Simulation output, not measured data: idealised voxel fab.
Name of the process module below: voxel wiring stack
Square cells of 5 nm make up the cross-section cut, whose width is 155 nm.
Format of a cross-section: grid, square cells. Given as bands. Order: top down. Band: one or more rows of cells. Basically the band line says how high the top is and how high the bottom is, in nm, and then what's in it from left to right, every material with its width in nm. Empty space shows up as "empty", and if a single material carries "edge to edge" it runs the full band edge to edge. Below 0: as-received wafer, all one material; heights counted from there. Lowest band: no bottom, goes on down, written "0 nm and below". So if you see something like "30->40" for the width, read it as the top row of the band sitting at the first number and the bottom row at the second, with every row in between moving by the same amount as the last. Step marked "everything unchanged"? Then no cell in the cross-section changed in it. This entry, "Sealed-off cavities", enumerates those empty regions of no fewer than 8 cells that possess no open connection to the top. Each region is reported in the form width x height at distance, the distance being taken from the left edge, with all three quantities expressed in nm. Anything after a step's settings on that line? It's the simulator's own note about the step. overlay nm, on a step with a mask: how far to the right of its planned place the mask lay; to the left if negative.
Intended process steps:
| 1 | RECEIVE, material Si |
| 2 | CONFORMAL_DEP, material SiO2, thk nm 15 |
| 3 | CONFORMAL_DEP, material SiN, thk nm 5 |
| 4 | DIRECTIONAL_DEP, material SiO2, thk nm 25 |
| 5 | DIRECTIONAL_DEP, material aC, thk nm 10 |
| 6 | PATTERN, tone open, mask id METAL_1, material resist, width nm 25, pitch nm 45, thk nm 25, overlay nm 0 |
| 7 | DIRECTIONAL_ETCH, etch materials aC, depth nm 10 |
| 8 | STRIP, etch materials resist |
| 9 | DIRECTIONAL_ETCH, etch materials SiO2, depth nm 25 |
| 10 | DIRECTIONAL_ETCH, etch materials SiN, depth nm 5 |
| 11 | STRIP, etch materials aC |
| 12 | CONFORMAL_DEP, material TiN, thk nm 5 |
| 13 | FILL_DEP, material Ru, thk nm 5 |
| 14 | CMP, height nm 45 |
| 15 | CONFORMAL_DEP, material SiCN, thk nm 5 |
| 16 | DIRECTIONAL_DEP, material lowk, thk nm 25 |
| 17 | DIRECTIONAL_DEP, material aC, thk nm 10 |
| 18 | PATTERN, tone open, mask id METAL_2_HOLES, material resist, width nm 15, pitch nm 45, thk nm 30, overlay nm 0 |
| 19 | DIRECTIONAL_ETCH, etch materials aC, depth nm 10 |
| 20 | STRIP, etch materials resist |
| 21 | DIRECTIONAL_ETCH, etch materials lowk, depth nm 25 |
| 22 | STRIP, etch materials aC |
| 23 | MASKED_ETCH, tone open, mask id METAL_2, width nm 25, pitch nm 45, etch materials lowk, depth nm 15, overlay nm -15 |
| 24 | MASKED_ETCH, tone open, mask id METAL_2, width nm 25, pitch nm 45, etch materials SiCN, depth nm 5, overlay nm 0 |
| 25 | CONFORMAL_DEP, material TiN, thk nm 5 |
| 26 | FILL_DEP, material Cu, thk nm 10 |
| 27 | CMP, height nm 75 |
| 28 | CONFORMAL_DEP, material SiCN, thk nm 5 |
| 29 | DIRECTIONAL_DEP, material SiO2, thk nm 35 |
| 30 | PATTERN, tone open, mask id METAL_3_HOLES, material resist, width nm 15, thk nm 20, overlay nm 0 |
| 31 | DIRECTIONAL_ETCH, etch materials SiO2, depth nm 35 |
| 32 | STRIP, etch materials resist |
| 33 | PATTERN, tone open, mask id METAL_3, material resist, width nm 25, pitch nm 45, thk nm 15, overlay nm 0 |
| 34 | DIRECTIONAL_ETCH, etch materials SiO2, depth nm 20 |
| 35 | DIRECTIONAL_ETCH, etch materials SiCN, depth nm 5 |
| 36 | STRIP, etch materials resist |
| 37 | CONFORMAL_DEP, material TiN, thk nm 5 |
| 38 | FILL_DEP, material Cu, thk nm 5 |
| 39 | CMP, height nm 115 |
| 40 | CONFORMAL_DEP, material SiN, thk nm 5 |
Wafer-to-wafer difference: overlay nm, step 23. Common start. Plan = first wafer's value.
Cross-section of the first of several wafers on receipt, reflecting completion of step 1:
0 nm and below | Si edge to edge
Sealed-off cavities: none
Table: wafers, a row each; end-of-module cell change per material since receipt, gain (+), loss (-); then closed voids:
overlay nm -15 | +44 Cu | +30 Ru | +53 SiCN | +52 SiN | +366 SiO2 | +92 TiN | +107 lowk | Sealed-off cavities: none
overlay nm -10 | +40 Cu | +30 Ru | +53 SiCN | +52 SiN | +366 SiO2 | +90 TiN | +113 lowk | Sealed-off cavities: none
overlay nm -5 | +40 Cu | +30 Ru | +53 SiCN | +52 SiN | +366 SiO2 | +90 TiN | +113 lowk | Sealed-off cavities: none
overlay nm 0 | +40 Cu | +30 Ru | +53 SiCN | +52 SiN | +366 SiO2 | +90 TiN | +113 lowk | Sealed-off cavities: none
overlay nm 5 | +44 Cu | +30 Ru | +53 SiCN | +52 SiN | +366 SiO2 | +92 TiN | +107 lowk | Sealed-off cavities: none
overlay nm 10 | +48 Cu | +30 Ru | +53 SiCN | +52 SiN | +366 SiO2 | +94 TiN | +101 lowk | Sealed-off cavities: none
overlay nm 15 | +52 Cu | +30 Ru | +53 SiCN | +52 SiN | +366 SiO2 | +96 TiN | +95 lowk | Sealed-off cavities: none
